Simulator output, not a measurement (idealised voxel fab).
process module | voxel gate over fins
cross-section cut | 165 nm wide | cells 5 nm
A cross-section is a grid of square cells, given in bands from the top down. A band is one or more rows of cells.
Each band's line starts with the height of the band's top and of its bottom, in nm. Then come its materials from left to right, each with its width in nm. One material with "throughout" fills the band from edge to edge. "air" is empty space.
Height 0 is the level under which the wafer as received is all one material. The lowest band goes on downwards, as in "0 down".
A width such as "30 to 40" changes by the same amount from each row of cells to the next, from the band's top row to its bottom row.
"no change" after a step means that no cell of the cross-section changed.
closed voids: empty space of 8 cells or more with no open way to the top, each as width x height at its distance from the left edge, in nm
after a step's settings: what the simulator itself notes on the step
overlay nm, on a step with a mask: how far to the right of its planned place the mask lay; to the left if negative
plan
1 op RECEIVE | material Si
2 op CONFORMAL_DEP | material SiN | thk nm 10
3 op PATTERN | tone cover | mask id FINS | material resist | width nm 15 | pitch nm 60 | thk nm 20 | overlay nm -15
4 op DIRECTIONAL_ETCH | etch materials SiN | depth nm 10
5 op DIRECTIONAL_ETCH | etch materials Si | depth nm 30
6 op STRIP | etch materials resist
7 op FILL_DEP | material SiO2 | thk nm 10
8 op CMP | height nm 10
9 op DIRECTIONAL_DEP | material aC | thk nm 15
10 op PATTERN | tone open | mask id RAIL | material resist | width nm 15 | thk nm 30 | overlay nm 0
11 op DIRECTIONAL_ETCH | etch materials aC | depth nm 15
12 op STRIP | etch materials resist
13 op DIRECTIONAL_ETCH | etch materials SiO2 | depth nm 35
14 op STRIP | etch materials aC
15 op CONFORMAL_DEP | material TiN | thk nm 5
16 op FILL_DEP | material Ru | thk nm 10
17 op CMP | height nm 10
18 op SELECTIVE_ETCH | etch materials W Ru TiN | depth nm 30
19 op FILL_DEP | material SiO2 | thk nm 5
20 op CMP | height nm 10
21 op SELECTIVE_ETCH | etch materials SiO2 | depth nm 20
22 op STRIP | etch materials SiN
23 op CONFORMAL_DEP | material HfO2 | thk nm 5
24 op CONFORMAL_DEP | material TiN | thk nm 5
25 op FILL_DEP | material W | thk nm 10
26 op CMP | height nm 15
27 op CONFORMAL_DEP | material SiCN | thk nm 5
varied across the wafers: overlay nm of step 3. The plan shows the first wafer's value. All wafers start alike
first wafer as received, after step 1
  0 down: Si throughout
  closed voids: none
each wafer at the end: cells of each material gained (+) or lost (-) since it was received, then its closed voids
overlay nm -15 | +41 HfO2 | -162 Si | +33 SiCN | +105 SiO2 | +44 TiN | +71 W | closed voids: none
overlay nm -10 | +41 HfO2 | -162 Si | +33 SiCN | +105 SiO2 | +44 TiN | +71 W | closed voids: none
overlay nm -5 | +41 HfO2 | -162 Si | +33 SiCN | +105 SiO2 | +44 TiN | +71 W | closed voids: none
overlay nm 0 | +41 HfO2 | -162 Si | +33 SiCN | +105 SiO2 | +44 TiN | +71 W | closed voids: none
overlay nm 5 | +41 HfO2 | -162 Si | +33 SiCN | +105 SiO2 | +44 TiN | +71 W | closed voids: none
overlay nm 10 | +41 HfO2 | -162 Si | +33 SiCN | +105 SiO2 | +44 TiN | +71 W | closed voids: none
overlay nm 15 | +41 HfO2 | -162 Si | +33 SiCN | +105 SiO2 | +44 TiN | +71 W | closed voids: none
